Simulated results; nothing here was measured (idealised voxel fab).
The following process module bears the name voxel plated lines.
Square cell edge 5 nm, section width 140 nm, ID cut.
Each cross-section below is a grid of square cells, stated as bands in top-down order, with one or more rows of cells making up each band.
Heads up on the band format: heights come first, top then bottom, in nm. After that it's the materials left to right, each with its width in nm. A single material flagged "edge to edge" fills the whole band edge to edge, and "empty" means there's empty space there.
A quick word on heights: they are counted from 0, and under that level the wafer as it came to us is one material throughout. The lowest band is different from the rest in having no bottom; it simply continues downward, written as in "0..down".
Width: "30 to 40" (first number = top row, second number = bottom row, same change from row to row of cells).
Basically "no modification" means that step didn't change any cell in the cross-section.
"Fully closed voids" means: voids of 8 cells or more that are shut off from the top with no open way through. Written width x height at distance, distance from the left edge, in nm.
Note: text after step settings on the step line = simulator remark on that step.
If you see "overlay nm" on a step's line and that step has a mask, it's telling you how far right of where it was planned the mask ended up; a negative number means it went left instead.
## The planned process steps are enumerated hereunder
1. RECEIVE [material Si]
2. CONFORMAL_DEP [material SiN] [thk nm 5]
3. DIRECTIONAL_DEP [material TiN] [thk nm 5]
4. PATTERN [tone open] [mask id LINES] [material resist] [width nm 20] [pitch nm 45] [thk nm 20] [overlay nm 0]
5. EPI [material Ru] [thk nm 10]
6. STRIP [etch materials resist]
7. DIRECTIONAL_ETCH [etch materials TiN] [depth nm 5]
8. CONFORMAL_DEP [material SiCN] [thk nm 10]
Same starting wafers, different thk nm at step 2. Plan value belongs to the first wafer.
## Step 1 complete: as-received cross-section of the first of several wafers
* 0..down: Si edge to edge
* Fully closed voids: none
## Rows = wafers. At module end, each row lists per material the cells gained (+) or lost (-) since the wafer was received, then the closed voids
thk nm 5; +24 Ru; +92 SiCN; +28 SiN; +12 TiN; Fully closed voids: none
thk nm 10; +24 Ru; +92 SiCN; +56 SiN; +12 TiN; Fully closed voids: none
thk nm 15; +24 Ru; +92 SiCN; +84 SiN; +12 TiN; Fully closed voids: none
thk nm 20; +24 Ru; +92 SiCN; +112 SiN; +12 TiN; Fully closed voids: none
